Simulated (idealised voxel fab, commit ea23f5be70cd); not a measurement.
Name of the process module below: voxel ribs on slabs
Displayed cross-section: cut, width of 155 nm, square cells sized 5 nm.
Square cells in a grid make up a cross-section in this document, and the grid is given as bands, listed from the top down, each one or more rows of cells.
Top height, bottom height, nm. Materials left to right, width each, nm. Single material + "throughout" = fills band edge to edge. "blank" = empty.
Basically, 0 is our baseline, since under it the wafer straight out of the box is all one material. The bottom band has no lower end and keeps on going down, so it looks like "from 0 down".
When a width is written as two numbers, as in "30 to 40", the first number is the width in the top row of cells of the band and the second is the width in its bottom row, and the width changes by the same amount from each row to the next.
You'll sometimes find "nothing was modified" written for a step, and that's the way of saying that nowhere in the cross-section did a cell change during that step.
Entry "Listed closed voids" = empty spaces >= 8 cells with no open way to the top; each as width x height at distance, distance from left edge, all nm.
If you see something after the settings on a step's line, that's the simulator's own remark about that step.
overlay nm: right-of-plan distance of the mask on a masked step; negative values mean left-of-plan.
THE PROCESS STEPS THAT WERE PLANNED ARE LISTED BELOW
1: RECEIVE (material Si)
2: DIRECTIONAL_DEP (material SiO2; thk nm 25)
3: DIRECTIONAL_DEP (material SiN; thk nm 20)
4: DIRECTIONAL_DEP (material aC; thk nm 10)
5: PATTERN (tone cover; mask id RIB; material resist; width nm 30; thk nm 25; overlay nm 0)
6: DIRECTIONAL_ETCH (etch materials aC; depth nm 10)
7: STRIP (etch materials resist)
8: DIRECTIONAL_ETCH (etch materials SiN; depth nm 5)
9: STRIP (etch materials aC)
10: MASKED_ETCH (tone cover; mask id SLAB; width nm 90; etch materials SiN; depth nm 15; overlay nm 0)
11: FILL_DEP (material SiO2; thk nm 25)
12: CMP (height nm 60)
13: DIRECTIONAL_DEP (material W; thk nm 5)
14: DIRECTIONAL_DEP (material aC; thk nm 15)
15: PATTERN (tone cover; mask id HEATER; material resist; width nm 40; thk nm 30; overlay nm 0)
16: DIRECTIONAL_ETCH (etch materials aC; depth nm 15)
17: STRIP (etch materials resist)
18: DIRECTIONAL_ETCH (etch materials W; depth nm 5)
19: STRIP (etch materials aC)
20: CONFORMAL_DEP (material SiO2; thk nm 10)
FIRST WAFER, TWO IN TOTAL, RUN AS PLANNED
RECEIVED-STATE CROSS-SECTION, REFLECTING COMPLETION OF STEP 1
> from 0 down: Si throughout
> Listed closed voids: none
STEP 2 COMPLETE: CROSS-SECTION THROUGH THE WAFER
> from 25 to 0: SiO2 throughout
> Note: structure below 0 unchanged.
STEP 3 COMPLETE: CROSS-SECTION THROUGH THE WAFER
> from 45 to 25: SiN throughout
> Note: structure below 25 unchanged.
STEP 4 COMPLETE: CROSS-SECTION THROUGH THE WAFER
> from 55 to 45: aC throughout
> Note: structure below 45 unchanged.
STEP 5 COMPLETE: CROSS-SECTION THROUGH THE WAFER
> from 80 to 55: blank 60  resist 30  blank 65
> Note: structure below 55 unchanged.
STEP 6 COMPLETE: CROSS-SECTION THROUGH THE WAFER
> from 70 to 55: blank 60  resist 30  blank 65
> from 55 to 45: blank 60  aC 30  blank 65
> Note: structure below 45 unchanged.
STEP 7 COMPLETE: CROSS-SECTION THROUGH THE WAFER
> from 55 to 45: blank 60  aC 30  blank 65
> Note: structure below 45 unchanged.
STEP 8 COMPLETE: CROSS-SECTION THROUGH THE WAFER
> from 55 to 45: blank 60  aC 30  blank 65
> from 45 to 40: blank 60  SiN 30  blank 65
> Note: structure below 40 unchanged.
STEP 9 COMPLETE: CROSS-SECTION THROUGH THE WAFER
> from 45 to 40: blank 60  SiN 30  blank 65
> Note: structure below 40 unchanged.
STEP 10 COMPLETE: CROSS-SECTION THROUGH THE WAFER
> from 45 to 40: blank 60  SiN 30  blank 65
> from 40 to 25: blank 30  SiN 90  blank 35
> Note: structure below 25 unchanged.
STEP 11 COMPLETE: CROSS-SECTION THROUGH THE WAFER
> from 70 to 45: SiO2 throughout
> from 45 to 40: SiO2 60  SiN 30  SiO2 65
> from 40 to 25: SiO2 30  SiN 90  SiO2 35
> Note: structure below 25 unchanged.
STEP 12 COMPLETE: CROSS-SECTION THROUGH THE WAFER
> from 60 to 45: SiO2 throughout
> Note: structure below 45 unchanged.
STEP 13 COMPLETE: CROSS-SECTION THROUGH THE WAFER
> from 65 to 60: W throughout
> Note: structure below 60 unchanged.
STEP 14 COMPLETE: CROSS-SECTION THROUGH THE WAFER
> from 80 to 65: aC throughout
> Note: structure below 65 unchanged.
STEP 15 COMPLETE: CROSS-SECTION THROUGH THE WAFER
> from 110 to 80: blank 55  resist 40  blank 60
> Note: structure below 80 unchanged.
STEP 16 COMPLETE: CROSS-SECTION THROUGH THE WAFER
> from 95 to 80: blank 55  resist 40  blank 60
> from 80 to 65: blank 55  aC 40  blank 60
> Note: structure below 65 unchanged.
STEP 17 COMPLETE: CROSS-SECTION THROUGH THE WAFER
> from 80 to 65: blank 55  aC 40  blank 60
> Note: structure below 65 unchanged.
STEP 18 COMPLETE: CROSS-SECTION THROUGH THE WAFER
> from 80 to 65: blank 55  aC 40  blank 60
> from 65 to 60: blank 55  W 40  blank 60
> Note: structure below 60 unchanged.
STEP 19 COMPLETE: CROSS-SECTION THROUGH THE WAFER
> from 65 to 60: blank 55  W 40  blank 60
> Note: structure below 60 unchanged.
STEP 20 COMPLETE: CROSS-SECTION THROUGH THE WAFER
> from 75 to 70: blank 45  SiO2 60  blank 50
> from 70 to 65: SiO2 throughout
> from 65 to 60: SiO2 55  W 40  SiO2 60
> Note: structure below 60 unchanged.
NOTES, SECOND WAFER: START = FIRST WAFER'S, PLAN = FIRST WAFER'S, EXECUTION HAD ONE MISTAKE; HISTORY IDENTICAL TO FIRST THROUGH STEP 1
SECOND WAFER, SECTION VIEW, TIME POINT: SCHEDULED END OF STEP 2
> from 15 to 0: SiO2 throughout
> Note: structure below 0 unchanged.
SECOND WAFER, SECTION VIEW, TIME POINT: SCHEDULED END OF STEP 3
> from 35 to 15: SiN throughout
> Note: structure below 15 unchanged.
SECOND WAFER, SECTION VIEW, TIME POINT: SCHEDULED END OF STEP 4
> from 45 to 35: aC throughout
> Note: structure below 35 unchanged.
SECOND WAFER, SECTION VIEW, TIME POINT: SCHEDULED END OF STEP 5
> from 70 to 45: blank 60  resist 30  blank 65
> Note: structure below 45 unchanged.
SECOND WAFER, SECTION VIEW, TIME POINT: SCHEDULED END OF STEP 6
> from 60 to 45: blank 60  resist 30  blank 65
> from 45 to 35: blank 60  aC 30  blank 65
> Note: structure below 35 unchanged.
SECOND WAFER, SECTION VIEW, TIME POINT: SCHEDULED END OF STEP 7
> from 45 to 35: blank 60  aC 30  blank 65
> Note: structure below 35 unchanged.
SECOND WAFER, SECTION VIEW, TIME POINT: SCHEDULED END OF STEP 8
> from 45 to 35: blank 60  aC 30  blank 65
> from 35 to 30: blank 60  SiN 30  blank 65
> Note: structure below 30 unchanged.
SECOND WAFER, SECTION VIEW, TIME POINT: SCHEDULED END OF STEP 9
> from 35 to 30: blank 60  SiN 30  blank 65
> Note: structure below 30 unchanged.
SECOND WAFER, SECTION VIEW, TIME POINT: SCHEDULED END OF STEP 10
> from 35 to 30: blank 60  SiN 30  blank 65
> from 30 to 15: blank 30  SiN 90  blank 35
> Note: structure below 15 unchanged.
SECOND WAFER, SECTION VIEW, TIME POINT: SCHEDULED END OF STEP 11
> from 60 to 35: SiO2 throughout
> from 35 to 30: SiO2 60  SiN 30  SiO2 65
> from 30 to 15: SiO2 30  SiN 90  SiO2 35
> Note: structure below 15 unchanged.
Second wafer, section view, time point: scheduled end of step 12: nothing was modified
SECOND WAFER, SECTION VIEW, TIME POINT: SCHEDULED END OF STEP 13
> from 65 to 60: W throughout
> Note: structure below 60 unchanged.
SECOND WAFER, SECTION VIEW, TIME POINT: SCHEDULED END OF STEP 14
> from 80 to 65: aC throughout
> Note: structure below 65 unchanged.
SECOND WAFER, SECTION VIEW, TIME POINT: SCHEDULED END OF STEP 15
> from 110 to 80: blank 55  resist 40  blank 60
> Note: structure below 80 unchanged.
SECOND WAFER, SECTION VIEW, TIME POINT: SCHEDULED END OF STEP 16
> from 95 to 80: blank 55  resist 40  blank 60
> from 80 to 65: blank 55  aC 40  blank 60
> Note: structure below 65 unchanged.
SECOND WAFER, SECTION VIEW, TIME POINT: SCHEDULED END OF STEP 17
> from 80 to 65: blank 55  aC 40  blank 60
> Note: structure below 65 unchanged.
SECOND WAFER, SECTION VIEW, TIME POINT: SCHEDULED END OF STEP 18
> from 80 to 65: blank 55  aC 40  blank 60
> from 65 to 60: blank 55  W 40  blank 60
> Note: structure below 60 unchanged.
SECOND WAFER, SECTION VIEW, TIME POINT: SCHEDULED END OF STEP 19
> from 65 to 60: blank 55  W 40  blank 60
> Note: structure below 60 unchanged.
SECOND WAFER, SECTION VIEW, TIME POINT: SCHEDULED END OF STEP 20
> from 75 to 70: blank 45  SiO2 60  blank 50
> from 70 to 65: SiO2 throughout
> from 65 to 60: SiO2 55  W 40  SiO2 60
> Note: structure below 60 unchanged.
The mistake made against the process plan was this: step 2 off recipe, ran as DIRECTIONAL_DEP (material SiO2; thk nm 15)
When the process is done, the second wafer contains the same cell count of every material as the first wafer, but distributed over other locations.
